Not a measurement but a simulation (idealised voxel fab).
The following is a process module called voxel self aligned contacts.
We display cut, a cross-section 160 nm in width whose square cells are each 5 nm.
Cross-section format: a grid of square cells, given as bands from top to bottom; each band is one or more rows of cells. Band: top and bottom heights (nm) first, top before bottom; then materials from left to right, widths in nm. "edge to edge" marks a sole material filling the band edge to edge. "empty" denotes empty space. It should be noted that heights are counted from 0, beneath which the wafer as supplied is of one material throughout, and that the lowest band possesses no lower boundary but continues downward, as written in "0..down". The width entry "30..40" should be interpreted row by row: the top row of cells in the band takes the first number, the bottom row takes the second number, and the change between adjacent rows is uniform throughout. No cell of the cross-section changed in a step that is given as "remained unchanged". Any empty space of 8 cells or more lacking an open way to the top shows up in "Closed-off voids" as width x height at distance, distance from the left edge, in nm. Heads up: the bit after the settings on a step's line is the simulator's remark on that step. Each step line may optionally specify "overlay nm", which for a step with a mask gives the rightward distance between the mask's planned place and where it lay, a negative value indicating the leftward direction.

The planned process steps are enumerated hereunder:
1,op RECEIVE | material Si
2,op OXIDIZE | depth nm 5
3,op DIRECTIONAL_DEP | material polySi | thk nm 30
4,op DIRECTIONAL_DEP | material SiN | thk nm 25
5,op PATTERN | tone cover | mask id GATE | material resist | width nm 35 | pitch nm 70 | thk nm 20 | overlay nm 0
6,op DIRECTIONAL_ETCH | etch materials SiN | depth nm 25
7,op DIRECTIONAL_ETCH | etch materials polySi | depth nm 30
8,op STRIP | etch materials resist
9,op CONFORMAL_DEP | material SiN | thk nm 10
10,op DIRECTIONAL_ETCH | etch materials SiN | depth nm 10
11,op FILL_DEP | material SiO2 | thk nm 15
12,op CMP | height nm 65
13,op DIRECTIONAL_DEP | material aC | thk nm 15
14,op PATTERN | tone open | mask id CONTACT | material resist | width nm 35 | thk nm 35 | overlay nm 0
15,op DIRECTIONAL_ETCH | etch materials aC | depth nm 15
16,op STRIP | etch materials resist
17,op DIRECTIONAL_ETCH | etch materials SiO2 | depth nm 70
18,op STRIP | etch materials aC
19,op CONFORMAL_DEP | material TiN | thk nm 5
20,op FILL_DEP | material W | thk nm 10
21,op CMP | height nm 65
22,op CONFORMAL_DEP | material SiN | thk nm 5
It is noted that the wafers described herein are identical at the outset and are distinguished by the width nm of step 14; the value stated in the plan corresponds to the first wafer.

First wafer of several, as received: cross-section after step 1:
    0..down: Si edge to edge
    Closed-off voids: none

Take a look at the first of several wafers in cross-section: the module is done, and step 22 was its last step:
    70..65: SiN edge to edge
    65..55: SiO2 60 nm  TiN 5..15 nm  W 25..5 nm  TiN 5..15 nm  SiO2 65 nm
    55..30: SiO2 15 nm  SiN 55 nm  TiN 5 nm  W 5 nm  TiN 5 nm  SiN 55 nm  SiO2 20 nm
    30..0: SiO2 15 nm  SiN 10 nm  polySi 35 nm  SiN 10 nm  TiN 5 nm  W 5 nm  TiN 5 nm  SiN 10 nm  polySi 35 nm  SiN 10 nm  SiO2 20 nm
    0..-5: SiO2 70 nm  TiN 15 nm  SiO2 75 nm
    -5..down: Si edge to edge
    Closed-off voids: none

X-section, last wafer, module end:
    70..65: SiN edge to edge
    65..55: SiO2 50 nm  TiN 5..25 nm  W 50..5 nm  TiN 5..30 nm  SiO2 50 nm
    55..30: SiO2 15 nm  SiN 55 nm  TiN 5 nm  W 5 nm  TiN 5 nm  SiN 55 nm  SiO2 20 nm
    30..0: SiO2 15 nm  SiN 10 nm  polySi 35 nm  SiN 10 nm  TiN 5 nm  W 5 nm  TiN 5 nm  SiN 10 nm  polySi 35 nm  SiN 10 nm  SiO2 20 nm
    0..-5: SiO2 70 nm  TiN 15 nm  SiO2 75 nm
    -5..down: Si edge to edge
    Closed-off voids: none

Row per wafer, end-of-module: cell gain (+)/loss (-) by material since the wafer came in, then closed voids:
width nm 35 | -32 Si | +190 SiN | +156 SiO2 | +33 TiN | +17 W | +84 polySi | Closed-off voids: none
width nm 40 | -32 Si | +190 SiN | +154 SiO2 | +34 TiN | +18 W | +84 polySi | Closed-off voids: none
width nm 45 | -32 Si | +190 SiN | +152 SiO2 | +35 TiN | +19 W | +84 polySi | Closed-off voids: none
width nm 50 | -32 Si | +190 SiN | +150 SiO2 | +36 TiN | +20 W | +84 polySi | Closed-off voids: none
width nm 55 | -32 Si | +190 SiN | +148 SiO2 | +37 TiN | +21 W | +84 polySi | Closed-off voids: none
width nm 60 | -32 Si | +190 SiN | +146 SiO2 | +38 TiN | +22 W | +84 polySi | Closed-off voids: none
